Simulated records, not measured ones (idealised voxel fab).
process module | voxel transistor to metal
cross-section cut | 165 nm wide | cells 5 nm
A cross-section is a grid of square cells, given in bands from the top down. A band is one or more rows of cells.
Each band's line starts with the height of the band's top and of its bottom, in nm. Then come its materials from left to right, each with its width in nm. One material with "throughout" fills the band from edge to edge. "air" is empty space.
Height 0 is the level under which the wafer as received is all one material. The lowest band goes on downwards, as in "0 down".
A width such as "30 to 40" changes by the same amount from each row of cells to the next, from the band's top row to its bottom row.
"no change" after a step means that no cell of the cross-section changed.
closed voids: empty space of 8 cells or more with no open way to the top, each as width x height at its distance from the left edge, in nm
after a step's settings: what the simulator itself notes on the step
overlay nm, on a step with a mask: how far to the right of its planned place the mask lay; to the left if negative
plan
1 op RECEIVE | material Si
2 op CONFORMAL_DEP | material SiO2 | thk nm 5
3 op CONFORMAL_DEP | material SiN | thk nm 15
4 op DIRECTIONAL_DEP | material aC | thk nm 10
5 op PATTERN | tone cover | mask id ACTIVE | material resist | width nm 105 | thk nm 30 | overlay nm 0
6 op DIRECTIONAL_ETCH | etch materials aC | depth nm 10
7 op STRIP | etch materials resist
8 op DIRECTIONAL_ETCH | etch materials SiN | depth nm 15
9 op DIRECTIONAL_ETCH | etch materials SiO2 | depth nm 5
10 op DIRECTIONAL_ETCH | etch materials Si | depth nm 30
11 op STRIP | etch materials aC
12 op OXIDIZE | depth nm 5
13 op FILL_DEP | material SiO2 | thk nm 10
14 op CMP | height nm 20
15 op SELECTIVE_ETCH | etch materials SiO2 | depth nm 10
16 op STRIP | etch materials SiN
17 op SELECTIVE_ETCH | etch materials SiO2 | depth nm 5
18 op OXIDIZE | depth nm 5
19 op DIRECTIONAL_DEP | material polySi | thk nm 20
20 op DIRECTIONAL_DEP | material SiCN | thk nm 10
21 op PATTERN | tone cover | mask id GATE | material resist | width nm 35 | thk nm 20 | overlay nm 0
22 op DIRECTIONAL_ETCH | etch materials SiCN | depth nm 20
23 op DIRECTIONAL_ETCH | etch materials polySi | depth nm 30
24 op STRIP | etch materials resist
25 op CONFORMAL_DEP | material SiO2 | thk nm 5
26 op DIRECTIONAL_ETCH | etch materials SiO2 | depth nm 5
27 op CONFORMAL_DEP | material SiN | thk nm 10
28 op DIRECTIONAL_ETCH | etch materials SiN | depth nm 10
29 op DIRECTIONAL_ETCH | etch materials SiO2 | depth nm 5
30 op DIRECTIONAL_ETCH | etch materials Si | depth nm 5
31 op EPI | material pSi | thk nm 5
32 op FILL_DEP | material SiO2 | thk nm 10
33 op CMP | height nm 20
34 op STRIP | etch materials polySi
35 op SELECTIVE_ETCH | etch materials SiO2 | depth nm 5
36 op CONFORMAL_DEP | material HfO2 | thk nm 5
37 op CONFORMAL_DEP | material TiN | thk nm 5
38 op FILL_DEP | material W | thk nm 10
39 op CMP | height nm 15
40 op DIRECTIONAL_DEP | material SiO2 | thk nm 15
41 op DIRECTIONAL_DEP | material aC | thk nm 10
42 op PATTERN | tone open | mask id CONTACT | material resist | width nm 15 | pitch nm 80 | thk nm 30 | overlay nm 0
43 op DIRECTIONAL_ETCH | etch materials aC | depth nm 10
44 op STRIP | etch materials resist
45 op DIRECTIONAL_ETCH | etch materials SiO2 | depth nm 30
46 op STRIP | etch materials aC
47 op CONFORMAL_DEP | material TiN | thk nm 5
48 op FILL_DEP | material Ru | thk nm 5
49 op CMP | height nm 30
50 op DIRECTIONAL_DEP | material TiN | thk nm 5
51 op DIRECTIONAL_DEP | material Ru | thk nm 20
52 op MASKED_ETCH | tone cover | mask id METAL_1 | width nm 15 | pitch nm 80 | etch materials Ru | depth nm 20 | overlay nm 0
53 op MASKED_ETCH | tone cover | mask id METAL_1 | width nm 15 | pitch nm 80 | etch materials TiN | depth nm 5 | overlay nm 0
54 op CONFORMAL_DEP | material SiN | thk nm 5
55 op FILL_DEP | material lowk | thk nm 10
56 op CMP | height nm 55
57 op CONFORMAL_DEP | material SiCN | thk nm 5
58 op DIRECTIONAL_DEP | material SiO2 | thk nm 25
59 op DIRECTIONAL_DEP | material aC | thk nm 10
60 op PATTERN | tone open | mask id METAL_2 | material resist | width nm 15 | pitch nm 80 | thk nm 25 | overlay nm 0
61 op DIRECTIONAL_ETCH | etch materials aC | depth nm 10
62 op STRIP | etch materials resist
63 op DIRECTIONAL_ETCH | etch materials SiO2 | depth nm 15
64 op STRIP | etch materials aC
65 op MASKED_ETCH | tone open | mask id METAL_2_HOLES | width nm 15 | pitch nm 80 | etch materials SiO2 | depth nm 10 | overlay nm 0
66 op MASKED_ETCH | tone open | mask id METAL_2_HOLES | width nm 15 | pitch nm 80 | etch materials SiCN | depth nm 5 | overlay nm 0
67 op CONFORMAL_DEP | material TiN | thk nm 5
68 op FILL_DEP | material Cu | thk nm 10
69 op CMP | height nm 85
70 op CONFORMAL_DEP | material SiN | thk nm 5
first wafer, as planned
as received, after step 1
  0 down: Si throughout
  closed voids: none
after step 2
  5 to 0: SiO2 throughout
  below 0: unchanged
after step 3
  20 to 5: SiN throughout
  below 5: unchanged
after step 4
  30 to 20: aC throughout
  below 20: unchanged
after step 5
  60 to 30: air 30 | resist 105 | air 30
  below 30: unchanged
after step 6
  50 to 30: air 30 | resist 105 | air 30
  30 to 20: air 30 | aC 105 | air 30
  below 20: unchanged
after step 7
  30 to 20: air 30 | aC 105 | air 30
  below 20: unchanged
after step 8
  30 to 20: air 30 | aC 105 | air 30
  20 to 5: air 30 | SiN 105 | air 30
  below 5: unchanged
after step 9
  30 to 20: air 30 | aC 105 | air 30
  20 to 5: air 30 | SiN 105 | air 30
  5 to 0: air 30 | SiO2 105 | air 30
  below 0: unchanged
after step 10
  30 to 20: air 30 | aC 105 | air 30
  20 to 5: air 30 | SiN 105 | air 30
  5 to 0: air 30 | SiO2 105 | air 30
  0 to -30: air 30 | Si 105 | air 30
  below -30: unchanged
after step 11
  20 to 5: air 30 | SiN 105 | air 30
  below 5: unchanged
after step 12
  20 to 5: air 30 | SiN 105 | air 30
  5 to 0: air 30 | SiO2 105 | air 30
  0 to -30: air 30 | SiO2 5 | Si 95 | SiO2 5 | air 30
  -30 to -35: SiO2 35 | Si 95 | SiO2 35
  below -35: unchanged
after step 13
  30 to 20: SiO2 throughout
  20 to 5: SiO2 30 | SiN 105 | SiO2 30
  5 to 0: SiO2 throughout
  0 to -35: SiO2 35 | Si 95 | SiO2 35
  below -35: unchanged
after step 14
  20 to 5: SiO2 30 | SiN 105 | SiO2 30
  below 5: unchanged
after step 15
  20 to 10: air 30 | SiN 105 | air 30
  below 10: unchanged
after step 16
  10 to 5: SiO2 30 | air 105 | SiO2 30
  below 5: unchanged
after step 17
  5 to 0: SiO2 25 | air 115 | SiO2 25
  below 0: unchanged
after step 18
  5 to 0: SiO2 25 | air 115 | SiO2 25
  0 to -5: SiO2 throughout
  below -5: unchanged
after step 19
  25 to 20: polySi 25 | air 115 | polySi 25
  20 to 5: polySi throughout
  5 to 0: SiO2 25 | polySi 115 | SiO2 25
  below 0: unchanged
after step 20
  35 to 30: SiCN 25 | air 115 | SiCN 25
  30 to 25: SiCN throughout
  25 to 20: polySi 25 | SiCN 115 | polySi 25
  below 20: unchanged
after step 21
  55 to 35: air 65 | resist 35 | air 65
  35 to 30: SiCN 25 | air 40 | resist 35 | air 40 | SiCN 25
  below 30: unchanged
after step 22
  55 to 30: air 65 | resist 35 | air 65
  30 to 25: air 65 | SiCN 35 | air 65
  25 to 20: polySi 25 | air 40 | SiCN 35 | air 40 | polySi 25
  below 20: unchanged
after step 23
  55 to 30: air 65 | resist 35 | air 65
  30 to 20: air 65 | SiCN 35 | air 65
  20 to 5: air 65 | polySi 35 | air 65
  5 to 0: SiO2 25 | air 40 | polySi 35 | air 40 | SiO2 25
  below 0: unchanged
after step 24
  30 to 20: air 65 | SiCN 35 | air 65
  below 20: unchanged
after step 25
  35 to 30: air 60 | SiO2 45 | air 60
  30 to 20: air 60 | SiO2 5 | SiCN 35 | SiO2 5 | air 60
  20 to 10: air 60 | SiO2 5 | polySi 35 | SiO2 5 | air 60
  10 to 5: SiO2 30 | air 30 | SiO2 5 | polySi 35 | SiO2 5 | air 30 | SiO2 30
  5 to 0: SiO2 65 | polySi 35 | SiO2 65
  below 0: unchanged
after step 26
  30 to 20: air 60 | SiO2 5 | SiCN 35 | SiO2 5 | air 60
  20 to 5: air 60 | SiO2 5 | polySi 35 | SiO2 5 | air 60
  5 to 0: SiO2 30 | air 30 | SiO2 5 | polySi 35 | SiO2 5 | air 30 | SiO2 30
  below 0: unchanged
after step 27
  40 to 30: air 50 | SiN 65 | air 50
  30 to 20: air 50 | SiN 10 | SiO2 5 | SiCN 35 | SiO2 5 | SiN 10 | air 50
  20 to 15: air 50 | SiN 10 | SiO2 5 | polySi 35 | SiO2 5 | SiN 10 | air 50
  15 to 10: SiN 40 | air 10 | SiN 10 | SiO2 5 | polySi 35 | SiO2 5 | SiN 10 | air 10 | SiN 40
  10 to 5: SiN 60 | SiO2 5 | polySi 35 | SiO2 5 | SiN 60
  5 to 0: SiO2 30 | SiN 30 | SiO2 5 | polySi 35 | SiO2 5 | SiN 30 | SiO2 30
  below 0: unchanged
after step 28
  30 to 20: air 50 | SiN 10 | SiO2 5 | SiCN 35 | SiO2 5 | SiN 10 | air 50
  20 to 5: air 50 | SiN 10 | SiO2 5 | polySi 35 | SiO2 5 | SiN 10 | air 50
  5 to 0: SiO2 30 | SiN 10 | air 10 | SiN 10 | SiO2 5 | polySi 35 | SiO2 5 | SiN 10 | air 10 | SiN 10 | SiO2 30
  below 0: unchanged
after step 29
  30 to 25: air 50 | SiN 10 | air 5 | SiCN 35 | air 5 | SiN 10 | air 50
  25 to 20: air 50 | SiN 10 | SiO2 5 | SiCN 35 | SiO2 5 | SiN 10 | air 50
  20 to 5: air 50 | SiN 10 | SiO2 5 | polySi 35 | SiO2 5 | SiN 10 | air 50
  5 to 0: air 30 | SiN 10 | air 10 | SiN 10 | SiO2 5 | polySi 35 | SiO2 5 | SiN 10 | air 10 | SiN 10 | air 30
  0 to -5: SiO2 40 | air 10 | SiO2 65 | air 10 | SiO2 40
  below -5: unchanged
after step 30
  30 to 25: air 50 | SiN 10 | air 5 | SiCN 35 | air 5 | SiN 10 | air 50
  25 to 20: air 50 | SiN 10 | SiO2 5 | SiCN 35 | SiO2 5 | SiN 10 | air 50
  20 to 5: air 50 | SiN 10 | SiO2 5 | polySi 35 | SiO2 5 | SiN 10 | air 50
  5 to 0: air 30 | SiN 10 | air 10 | SiN 10 | SiO2 5 | polySi 35 | SiO2 5 | SiN 10 | air 10 | SiN 10 | air 30
  0 to -5: SiO2 40 | air 10 | SiO2 65 | air 10 | SiO2 40
  -5 to -10: SiO2 35 | Si 5 | air 10 | Si 65 | air 10 | Si 5 | SiO2 35
  below -10: unchanged
after step 31
  30 to 25: air 50 | SiN 10 | air 5 | SiCN 35 | air 5 | SiN 10 | air 50
  25 to 20: air 50 | SiN 10 | SiO2 5 | SiCN 35 | SiO2 5 | SiN 10 | air 50
  20 to 5: air 50 | SiN 10 | SiO2 5 | polySi 35 | SiO2 5 | SiN 10 | air 50
  5 to 0: air 30 | SiN 10 | air 10 | SiN 10 | SiO2 5 | polySi 35 | SiO2 5 | SiN 10 | air 10 | SiN 10 | air 30
  0 to -5: SiO2 40 | pSi 10 | SiO2 65 | pSi 10 | SiO2 40
  -5 to -10: SiO2 35 | Si 5 | pSi 10 | Si 65 | pSi 10 | Si 5 | SiO2 35
  below -10: unchanged
after step 32
  40 to 30: SiO2 throughout
  30 to 20: SiO2 50 | SiN 10 | SiO2 5 | SiCN 35 | SiO2 5 | SiN 10 | SiO2 50
  20 to 5: SiO2 50 | SiN 10 | SiO2 5 | polySi 35 | SiO2 5 | SiN 10 | SiO2 50
  5 to 0: SiO2 30 | SiN 10 | SiO2 10 | SiN 10 | SiO2 5 | polySi 35 | SiO2 5 | SiN 10 | SiO2 10 | SiN 10 | SiO2 30
  below 0: unchanged
after step 33
  20 to 5: SiO2 50 | SiN 10 | SiO2 5 | polySi 35 | SiO2 5 | SiN 10 | SiO2 50
  below 5: unchanged
after step 34
  20 to 5: SiO2 50 | SiN 10 | SiO2 5 | air 35 | SiO2 5 | SiN 10 | SiO2 50
  5 to 0: SiO2 30 | SiN 10 | SiO2 10 | SiN 10 | SiO2 5 | air 35 | SiO2 5 | SiN 10 | SiO2 10 | SiN 10 | SiO2 30
  below 0: unchanged
after step 35
  20 to 15: air 50 | SiN 10 | air 45 | SiN 10 | air 50
  15 to 5: SiO2 50 | SiN 10 | air 45 | SiN 10 | SiO2 50
  5 to 0: SiO2 30 | SiN 10 | SiO2 10 | SiN 10 | air 45 | SiN 10 | SiO2 10 | SiN 10 | SiO2 30
  0 to -5: SiO2 40 | pSi 10 | SiO2 10 | air 45 | SiO2 10 | pSi 10 | SiO2 40
  below -5: unchanged
after step 36
  25 to 20: air 45 | HfO2 20 | air 35 | HfO2 20 | air 45
  20 to 15: HfO2 50 | SiN 10 | HfO2 5 | air 35 | HfO2 5 | SiN 10 | HfO2 50
  15 to 5: SiO2 50 | SiN 10 | HfO2 5 | air 35 | HfO2 5 | SiN 10 | SiO2 50
  5 to 0: SiO2 30 | SiN 10 | SiO2 10 | SiN 10 | HfO2 5 | air 35 | HfO2 5 | SiN 10 | SiO2 10 | SiN 10 | SiO2 30
  0 to -5: SiO2 40 | pSi 10 | SiO2 10 | HfO2 45 | SiO2 10 | pSi 10 | SiO2 40
  below -5: unchanged
after step 37
  30 to 25: air 40 | TiN 30 | air 25 | TiN 30 | air 40
  25 to 20: TiN 45 | HfO2 20 | TiN 5 | air 25 | TiN 5 | HfO2 20 | TiN 45
  20 to 15: HfO2 50 | SiN 10 | HfO2 5 | TiN 5 | air 25 | TiN 5 | HfO2 5 | SiN 10 | HfO2 50
  15 to 5: SiO2 50 | SiN 10 | HfO2 5 | TiN 5 | air 25 | TiN 5 | HfO2 5 | SiN 10 | SiO2 50
  5 to 0: SiO2 30 | SiN 10 | SiO2 10 | SiN 10 | HfO2 5 | TiN 35 | HfO2 5 | SiN 10 | SiO2 10 | SiN 10 | SiO2 30
  below 0: unchanged
after step 38
  40 to 30: W throughout
  30 to 25: W 40 | TiN 30 | W 25 | TiN 30 | W 40
  25 to 20: TiN 45 | HfO2 20 | TiN 5 | W 25 | TiN 5 | HfO2 20 | TiN 45
  20 to 15: HfO2 50 | SiN 10 | HfO2 5 | TiN 5 | W 25 | TiN 5 | HfO2 5 | SiN 10 | HfO2 50
  15 to 5: SiO2 50 | SiN 10 | HfO2 5 | TiN 5 | W 25 | TiN 5 | HfO2 5 | SiN 10 | SiO2 50
  below 5: unchanged
after step 39
  15 to 5: SiO2 50 | SiN 10 | HfO2 5 | TiN 5 | W 25 | TiN 5 | HfO2 5 | SiN 10 | SiO2 50
  below 5: unchanged
after step 40
  30 to 15: SiO2 throughout
  below 15: unchanged
after step 41
  40 to 30: aC throughout
  below 30: unchanged
after step 42
  70 to 40: resist 35 | air 15 | resist 65 | air 15 | resist 35
  below 40: unchanged
after step 43
  60 to 40: resist 35 | air 15 | resist 65 | air 15 | resist 35
  40 to 30: aC 35 | air 15 | aC 65 | air 15 | aC 35
  below 30: unchanged
after step 44
  40 to 30: aC 35 | air 15 | aC 65 | air 15 | aC 35
  below 30: unchanged
after step 45
  40 to 30: aC 35 | air 15 | aC 65 | air 15 | aC 35
  30 to 15: SiO2 35 | air 15 | SiO2 65 | air 15 | SiO2 35
  15 to 5: SiO2 35 | air 15 | SiN 10 | HfO2 5 | TiN 5 | W 25 | TiN 5 | HfO2 5 | SiN 10 | air 15 | SiO2 35
  5 to 0: SiO2 30 | SiN 10 | air 10 | SiN 10 | HfO2 5 | TiN 35 | HfO2 5 | SiN 10 | air 10 | SiN 10 | SiO2 30
  below 0: unchanged
after step 46
  30 to 15: SiO2 35 | air 15 | SiO2 65 | air 15 | SiO2 35
  below 15: unchanged
after step 47
  35 to 30: TiN 40 | air 5 | TiN 75 | air 5 | TiN 40
  30 to 15: SiO2 35 | TiN 5 | air 5 | TiN 5 | SiO2 65 | TiN 5 | air 5 | TiN 5 | SiO2 35
  15 to 10: SiO2 35 | TiN 5 | air 5 | TiN 5 | SiN 10 | HfO2 5 | TiN 5 | W 25 | TiN 5 | HfO2 5 | SiN 10 | TiN 5 | air 5 | TiN 5 | SiO2 35
  10 to 5: SiO2 35 | TiN 15 | SiN 10 | HfO2 5 | TiN 5 | W 25 | TiN 5 | HfO2 5 | SiN 10 | TiN 15 | SiO2 35
  5 to 0: SiO2 30 | SiN 10 | TiN 10 | SiN 10 | HfO2 5 | TiN 35 | HfO2 5 | SiN 10 | TiN 10 | SiN 10 | SiO2 30
  below 0: unchanged
after step 48
  40 to 35: Ru throughout
  35 to 30: TiN 40 | Ru 5 | TiN 75 | Ru 5 | TiN 40
  30 to 15: SiO2 35 | TiN 5 | Ru 5 | TiN 5 | SiO2 65 | TiN 5 | Ru 5 | TiN 5 | SiO2 35
  15 to 10: SiO2 35 | TiN 5 | Ru 5 | TiN 5 | SiN 10 | HfO2 5 | TiN 5 | W 25 | TiN 5 | HfO2 5 | SiN 10 | TiN 5 | Ru 5 | TiN 5 | SiO2 35
  below 10: unchanged
after step 49
  30 to 15: SiO2 35 | TiN 5 | Ru 5 | TiN 5 | SiO2 65 | TiN 5 | Ru 5 | TiN 5 | SiO2 35
  below 15: unchanged
after step 50
  35 to 30: TiN throughout
  below 30: unchanged
after step 51
  55 to 35: Ru throughout
  below 35: unchanged
after step 52
  55 to 35: air 35 | Ru 15 | air 65 | Ru 15 | air 35
  below 35: unchanged
after step 53
  55 to 35: air 35 | Ru 15 | air 65 | Ru 15 | air 35
  35 to 30: air 35 | TiN 15 | air 65 | TiN 15 | air 35
  below 30: unchanged
after step 54
  60 to 55: air 30 | SiN 25 | air 55 | SiN 25 | air 30
  55 to 35: air 30 | SiN 5 | Ru 15 | SiN 5 | air 55 | SiN 5 | Ru 15 | SiN 5 | air 30
  35 to 30: SiN 35 | TiN 15 | SiN 65 | TiN 15 | SiN 35
  below 30: unchanged
after step 55
  70 to 60: lowk throughout
  60 to 55: lowk 30 | SiN 25 | lowk 55 | SiN 25 | lowk 30
  55 to 35: lowk 30 | SiN 5 | Ru 15 | SiN 5 | lowk 55 | SiN 5 | Ru 15 | SiN 5 | lowk 30
  below 35: unchanged
after step 56
  55 to 35: lowk 30 | SiN 5 | Ru 15 | SiN 5 | lowk 55 | SiN 5 | Ru 15 | SiN 5 | lowk 30
  below 35: unchanged
after step 57
  60 to 55: SiCN throughout
  below 55: unchanged
after step 58
  85 to 60: SiO2 throughout
  below 60: unchanged
after step 59
  95 to 85: aC throughout
  below 85: unchanged
after step 60
  120 to 95: resist 35 | air 15 | resist 65 | air 15 | resist 35
  below 95: unchanged
after step 61
  110 to 95: resist 35 | air 15 | resist 65 | air 15 | resist 35
  95 to 85: aC 35 | air 15 | aC 65 | air 15 | aC 35
  below 85: unchanged
after step 62
  95 to 85: aC 35 | air 15 | aC 65 | air 15 | aC 35
  below 85: unchanged
after step 63
  95 to 85: aC 35 | air 15 | aC 65 | air 15 | aC 35
  85 to 70: SiO2 35 | air 15 | SiO2 65 | air 15 | SiO2 35
  below 70: unchanged
after step 64
  85 to 70: SiO2 35 | air 15 | SiO2 65 | air 15 | SiO2 35
  below 70: unchanged
after step 65
  85 to 60: SiO2 35 | air 15 | SiO2 65 | air 15 | SiO2 35
  below 60: unchanged
after step 66
  85 to 60: SiO2 35 | air 15 | SiO2 65 | air 15 | SiO2 35
  60 to 55: SiCN 35 | air 15 | SiCN 65 | air 15 | SiCN 35
  below 55: unchanged
after step 67
  90 to 85: TiN 40 | air 5 | TiN 75 | air 5 | TiN 40
  85 to 60: SiO2 35 | TiN 5 | air 5 | TiN 5 | SiO2 65 | TiN 5 | air 5 | TiN 5 | SiO2 35
  60 to 55: SiCN 35 | TiN 15 | SiCN 65 | TiN 15 | SiCN 35
  below 55: unchanged
after step 68
  100 to 90: Cu throughout
  90 to 85: TiN 40 | Cu 5 | TiN 75 | Cu 5 | TiN 40
  85 to 60: SiO2 35 | TiN 5 | Cu 5 | TiN 5 | SiO2 65 | TiN 5 | Cu 5 | TiN 5 | SiO2 35
  below 60: unchanged
after step 69
  85 to 60: SiO2 35 | TiN 5 | Cu 5 | TiN 5 | SiO2 65 | TiN 5 | Cu 5 | TiN 5 | SiO2 35
  below 60: unchanged
after step 70
  90 to 85: SiN throughout
  below 85: unchanged
second wafer: like start, like plan, one mistake. Through step 59 it matches the first wafer
when step 60 should have ended
  120 to 95: resist 30 | air 25 | resist 55 | air 25 | resist 30
  below 95: unchanged
when step 61 should have ended
  110 to 95: resist 30 | air 25 | resist 55 | air 25 | resist 30
  95 to 85: aC 30 | air 25 | aC 55 | air 25 | aC 30
  below 85: unchanged
when step 62 should have ended
  95 to 85: aC 30 | air 25 | aC 55 | air 25 | aC 30
  below 85: unchanged
when step 63 should have ended
  95 to 85: aC 30 | air 25 | aC 55 | air 25 | aC 30
  85 to 70: SiO2 30 | air 25 | SiO2 55 | air 25 | SiO2 30
  below 70: unchanged
when step 64 should have ended
  85 to 70: SiO2 30 | air 25 | SiO2 55 | air 25 | SiO2 30
  below 70: unchanged
when step 65 should have ended
  85 to 70: SiO2 30 | air 25 | SiO2 55 | air 25 | SiO2 30
  70 to 60: SiO2 35 | air 15 | SiO2 65 | air 15 | SiO2 35
  below 60: unchanged
when step 66 should have ended
  85 to 70: SiO2 30 | air 25 | SiO2 55 | air 25 | SiO2 30
  70 to 60: SiO2 35 | air 15 | SiO2 65 | air 15 | SiO2 35
  60 to 55: SiCN 35 | air 15 | SiCN 65 | air 15 | SiCN 35
  below 55: unchanged
when step 67 should have ended
  90 to 85: TiN 35 | air 15 | TiN 65 | air 15 | TiN 35
  85 to 75: SiO2 30 | TiN 5 | air 15 | TiN 5 | SiO2 55 | TiN 5 | air 15 | TiN 5 | SiO2 30
  75 to 70: SiO2 30 | TiN 10 | air 5 | TiN 10 | SiO2 55 | TiN 10 | air 5 | TiN 10 | SiO2 30
  70 to 60: SiO2 35 | TiN 5 | air 5 | TiN 5 | SiO2 65 | TiN 5 | air 5 | TiN 5 | SiO2 35
  60 to 55: SiCN 35 | TiN 15 | SiCN 65 | TiN 15 | SiCN 35
  below 55: unchanged
when step 68 should have ended
  100 to 90: Cu throughout
  90 to 85: TiN 35 | Cu 15 | TiN 65 | Cu 15 | TiN 35
  85 to 75: SiO2 30 | TiN 5 | Cu 15 | TiN 5 | SiO2 55 | TiN 5 | Cu 15 | TiN 5 | SiO2 30
  75 to 70: SiO2 30 | TiN 10 | Cu 5 | TiN 10 | SiO2 55 | TiN 10 | Cu 5 | TiN 10 | SiO2 30
  70 to 60: SiO2 35 | TiN 5 | Cu 5 | TiN 5 | SiO2 65 | TiN 5 | Cu 5 | TiN 5 | SiO2 35
  below 60: unchanged
when step 69 should have ended
  85 to 75: SiO2 30 | TiN 5 | Cu 15 | TiN 5 | SiO2 55 | TiN 5 | Cu 15 | TiN 5 | SiO2 30
  below 75: unchanged
when step 70 should have ended
  90 to 85: SiN throughout
  below 85: unchanged
what went wrong: step 60 ran as: op PATTERN | tone open | mask id METAL_2 | material resist | width nm 25 | pitch nm 80 | thk nm 25 | overlay nm 0
at the end the second wafer has, in cells: 8 more of Cu | 12 fewer of SiO2 | 4 more of TiN
